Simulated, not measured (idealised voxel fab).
The following is a process module called voxel air gaps.
This is section cut - it's 280 nm across, gridded in 5 nm square cells.
Notation: cross-section as square-cell grid; stated in bands, top first, going down; one or more cell rows per band.
It is stipulated that each band's entry specify, in nanometres, the height of the top of the band and then that of its bottom, followed by the materials of the band in left-to-right sequence, each together with its width in nanometres. A single material marked by the word "everywhere" is understood to fill the band from edge to edge; the word "blank" is understood to denote empty space.
Convention: height 0 is the level below which the wafer, as received, is all one material. The lowest band does not terminate at the bottom but continues downward, represented as "z 0 and below".
With a width like "30 to 40", each row of cells in the band differs from the next by the same amount, the top row carrying the first number and the bottom row the second.
What does "left unchanged" mean for a step? It means no cell of the cross-section changed in that step.
The entry titled "Sealed voids" provides the empty spaces that have no open way to the top, restricted to those of 8 cells or more. Each is presented as width x height at distance, the distance being measured from the left edge, with all three in nm.
What comes after the settings on a step's line is commentary from the simulator itself on that step.
The optional step-line setting "overlay nm" applies to steps with a mask and quantifies how far to the right of its planned location the mask lay, a negative value indicating leftward placement.

INTENDED PROCESS STEPS
1. op RECEIVE | material Si
2. op CONFORMAL_DEP | material SiO2 | thk nm 15
3. op CONFORMAL_DEP | material SiCN | thk nm 5
4. op DIRECTIONAL_DEP | material lowk | thk nm 30
5. op DIRECTIONAL_DEP | material aC | thk nm 15
6. op PATTERN | tone open | mask id LINES | material resist | width nm 20 | pitch nm 50 | thk nm 30 | overlay nm -15
7. op DIRECTIONAL_ETCH | etch materials aC | depth nm 15
8. op STRIP | etch materials resist
9. op DIRECTIONAL_ETCH | etch materials lowk | depth nm 30
10. op STRIP | etch materials aC
11. op CONFORMAL_DEP | material TiN | thk nm 5
12. op FILL_DEP | material Cu | thk nm 5
13. op CMP | height nm 50
14. op EPI | material Ru | thk nm 10
15. op SELECTIVE_ETCH | etch materials lowk | depth nm 40
16. op CONFORMAL_DEP | material SiCN | thk nm 5
Split variable: overlay nm, step 6. Plan value = first wafer. Wafers start alike.

CROSS-SECTIONAL VIEW OF THE FIRST OF SEVERAL WAFERS IN THE AS-RECEIVED CONDITION, CORRESPONDING TO THE STATE FOLLOWING STEP 1
	z 0 and below | Si everywhere
	Sealed voids: none

THE ROWS OF THE TABLE BELOW ARE WAFERS. LOOKING AT THE END OF THE MODULE, A ROW COUNTS, FOR EVERY MATERIAL, THE CELLS THE WAFER HAS GAINED, SHOWN AS (+), OR LOST, SHOWN AS (-), SINCE IT WAS RECEIVED; ITS CLOSED VOIDS COME NEXT
overlay nm -15, +40 Cu, +64 Ru, +208 SiCN, +168 SiO2, +56 TiN, Sealed voids: 20 x 20 at 65; 20 x 20 at 115; 20 x 20 at 165
overlay nm -10, +40 Cu, +64 Ru, +208 SiCN, +168 SiO2, +56 TiN, Sealed voids: 20 x 20 at 70; 20 x 20 at 120; 20 x 20 at 170
overlay nm -5, +40 Cu, +64 Ru, +208 SiCN, +168 SiO2, +56 TiN, Sealed voids: 20 x 20 at 75; 20 x 20 at 125; 20 x 20 at 175
overlay nm 0, +40 Cu, +64 Ru, +208 SiCN, +168 SiO2, +56 TiN, Sealed voids: 20 x 20 at 80; 20 x 20 at 130; 20 x 20 at 180
overlay nm 5, +40 Cu, +64 Ru, +208 SiCN, +168 SiO2, +56 TiN, Sealed voids: 20 x 20 at 85; 20 x 20 at 135; 20 x 20 at 185
overlay nm 10, +40 Cu, +64 Ru, +208 SiCN, +168 SiO2, +56 TiN, Sealed voids: 20 x 20 at 90; 20 x 20 at 140; 20 x 20 at 190
overlay nm 15, +40 Cu, +64 Ru, +208 SiCN, +168 SiO2, +56 TiN, Sealed voids: 20 x 20 at 95; 20 x 20 at 145; 20 x 20 at 195
